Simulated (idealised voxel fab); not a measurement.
Presented below is a process module, voxel spacer lines.
FYI the section here is cut, 200 nm wide, cells are 5 nm squares.
Cross-section spec: square-cell grid; bands listed top down; each band is one or more rows.
A band entry consists of two parts. The first gives the height of the band's top and the height of its bottom, in nm. The rest lists the band's materials from left to right, each with its width in nm. A single material labelled with the word "full width" fills the band from edge to edge, and the word "air" marks empty space.
Height datum 0, below which the as-received substrate wafer is one material. Lowest band open at the bottom, running downward: "z 0 and below".
With a width like "30->40", each row of cells in the band differs from the next by the same amount, the top row carrying the first number and the bottom row the second.
A step reported as "nothing got changed" is a step in which no cell of the cross-section changed.
Reported under the label "Trapped cavities" are the empty spaces having no open way to the top and comprising 8 cells or more; the notation for each is width x height at distance, in which the distance is measured from the left edge and all three values are in nm.
The remark found on a step's line after its settings is issued by the simulator itself and pertains to that step.
The line of a step may include "overlay nm". On a step with a mask, this value is how far to the right of its planned place the mask lay. A negative value means the mask lay to the left.

The process steps that were planned are listed below
- 1: RECEIVE, material Si
- 2: CONFORMAL_DEP, material Al2O3, thk nm 10
- 3: DIRECTIONAL_DEP, material TiN, thk nm 15
- 4: DIRECTIONAL_DEP, material aC, thk nm 20
- 5: PATTERN, tone cover, mask id MANDREL, material resist, width nm 25, pitch nm 70, thk nm 25, overlay nm 0
- 6: DIRECTIONAL_ETCH, etch materials aC, depth nm 20
- 7: STRIP, etch materials resist
- 8: CONFORMAL_DEP, material SiO2, thk nm 10
- 9: DIRECTIONAL_ETCH, etch materials SiO2, depth nm 10
- 10: STRIP, etch materials aC
- 11: DIRECTIONAL_ETCH, etch materials TiN, depth nm 15
- 12: STRIP, etch materials SiO2

Cross-section of the incoming wafer, state after step 1
z 0 and below: Si full width
Trapped cavities: none

First wafer at the end, as planned
z 25 to 10: air: 5  TiN: 10  air: 25  TiN: 10  air: 25  TiN: 10  air: 25  TiN: 10  air: 25  TiN: 10  air: 25  TiN: 10  air: 10
z 10 to 0: Al2O3 full width
z 0 and below: Si full width
Trapped cavities: none

Now the second wafer, cross-sectioned at the end of the module. Nothing different at the start, nothing different in the plan compared with the first, just one mistake when it was actually run
z 25 to 10: air: 5  TiN: 10  air: 30  TiN: 10  air: 20  TiN: 10  air: 30  TiN: 10  air: 20  TiN: 10  air: 30  TiN: 10  air: 5
z 10 to 0: Al2O3 full width
z 0 and below: Si full width
Trapped cavities: none
Error vs. plan: step 5 changed vs plan, executed as PATTERN, tone cover, mask id MANDREL, material resist, width nm 30, pitch nm 70, thk nm 25, overlay nm 0
Heads up: at the end the two wafers have identical cell counts per material, they're just laid out differently.
